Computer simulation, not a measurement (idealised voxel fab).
process module | voxel self aligned vias
cross-section cut | 225 nm wide | cells 5 nm
A cross-section is a grid of square cells, given in bands from the top down. A band is one or more rows of cells.
Each band's line starts with the height of the band's top and of its bottom, in nm. Then come its materials from left to right, each with its width in nm. One material with "throughout" fills the band from edge to edge. "air" is empty space.
Height 0 is the level under which the wafer as received is all one material. The lowest band goes on downwards, as in "0 down".
A width such as "30 to 40" changes by the same amount from each row of cells to the next, from the band's top row to its bottom row.
"no change" after a step means that no cell of the cross-section changed.
closed voids: empty space of 8 cells or more with no open way to the top, each as width x height at its distance from the left edge, in nm
after a step's settings: what the simulator itself notes on the step
overlay nm, on a step with a mask: how far to the right of its planned place the mask lay; to the left if negative
plan
1 op RECEIVE | material Si
2 op CONFORMAL_DEP | material SiO2 | thk nm 15
3 op CONFORMAL_DEP | material SiCN | thk nm 5
4 op DIRECTIONAL_DEP | material lowk | thk nm 25
5 op DIRECTIONAL_DEP | material aC | thk nm 10
6 op PATTERN | tone open | mask id LINES | material resist | width nm 20 | pitch nm 65 | thk nm 25 | overlay nm 0
7 op DIRECTIONAL_ETCH | etch materials aC | depth nm 10
8 op STRIP | etch materials resist
9 op DIRECTIONAL_ETCH | etch materials lowk | depth nm 25
10 op STRIP | etch materials aC
11 op CONFORMAL_DEP | material TiN | thk nm 5
12 op FILL_DEP | material Ru | thk nm 10
13 op CMP | height nm 45
14 op SELECTIVE_ETCH | etch materials W Ru TiN | depth nm 5
15 op FILL_DEP | material SiN | thk nm 10
16 op CMP | height nm 45
17 op DIRECTIONAL_DEP | material lowk | thk nm 15
18 op DIRECTIONAL_DEP | material aC | thk nm 15
19 op PATTERN | tone open | mask id VIAS | material resist | width nm 40 | pitch nm 130 | thk nm 30 | overlay nm 0
20 op DIRECTIONAL_ETCH | etch materials aC | depth nm 15
21 op STRIP | etch materials resist
22 op DIRECTIONAL_ETCH | etch materials lowk | depth nm 15
23 op DIRECTIONAL_ETCH | etch materials SiN | depth nm 5
24 op STRIP | etch materials aC
25 op CONFORMAL_DEP | material TiN | thk nm 5
26 op FILL_DEP | material Cu | thk nm 5
27 op CMP | height nm 60
28 op CONFORMAL_DEP | material SiN | thk nm 5
as received, after step 1
  0 down: Si throughout
  closed voids: none
first wafer at the end, as planned
  65 to 60: SiN throughout
  60 to 50: lowk 25 | TiN 5 | Cu 30 | TiN 5 | lowk 90 | TiN 5 | Cu 30 | TiN 5 | lowk 30
  50 to 45: lowk 25 | TiN 15 | Cu 10 | TiN 15 | lowk 90 | TiN 15 | Cu 10 | TiN 15 | lowk 30
  45 to 40: lowk 35 | TiN 20 | lowk 45 | SiN 20 | lowk 45 | TiN 20 | lowk 40
  40 to 25: lowk 35 | TiN 5 | Ru 10 | TiN 5 | lowk 45 | TiN 5 | Ru 10 | TiN 5 | lowk 45 | TiN 5 | Ru 10 | TiN 5 | lowk 40
  25 to 20: lowk 35 | TiN 20 | lowk 45 | TiN 20 | lowk 45 | TiN 20 | lowk 40
  20 to 15: SiCN throughout
  15 to 0: SiO2 throughout
  0 down: Si throughout
  closed voids: none
second wafer at the end: like start, like plan, one mistake
  65 to 60: SiN throughout
  60 to 50: lowk 20 | TiN 5 | Cu 30 | TiN 5 | lowk 90 | TiN 5 | Cu 30 | TiN 5 | lowk 35
  50 to 45: lowk 20 | TiN 20 | Cu 10 | TiN 10 | lowk 90 | TiN 20 | Cu 10 | TiN 10 | lowk 35
  45 to 40: lowk 35 | TiN 20 | lowk 45 | SiN 20 | lowk 45 | TiN 20 | lowk 40
  40 to 25: lowk 35 | TiN 5 | Ru 10 | TiN 5 | lowk 45 | TiN 5 | Ru 10 | TiN 5 | lowk 45 | TiN 5 | Ru 10 | TiN 5 | lowk 40
  25 to 20: lowk 35 | TiN 20 | lowk 45 | TiN 20 | lowk 45 | TiN 20 | lowk 40
  20 to 15: SiCN throughout
  15 to 0: SiO2 throughout
  0 down: Si throughout
  closed voids: none
what went wrong: step 19 ran as: op PATTERN | tone open | mask id VIAS | material resist | width nm 40 | pitch nm 130 | thk nm 30 | overlay nm -5
at the end the second wafer has, in cells: as many of each material as the first, in other places
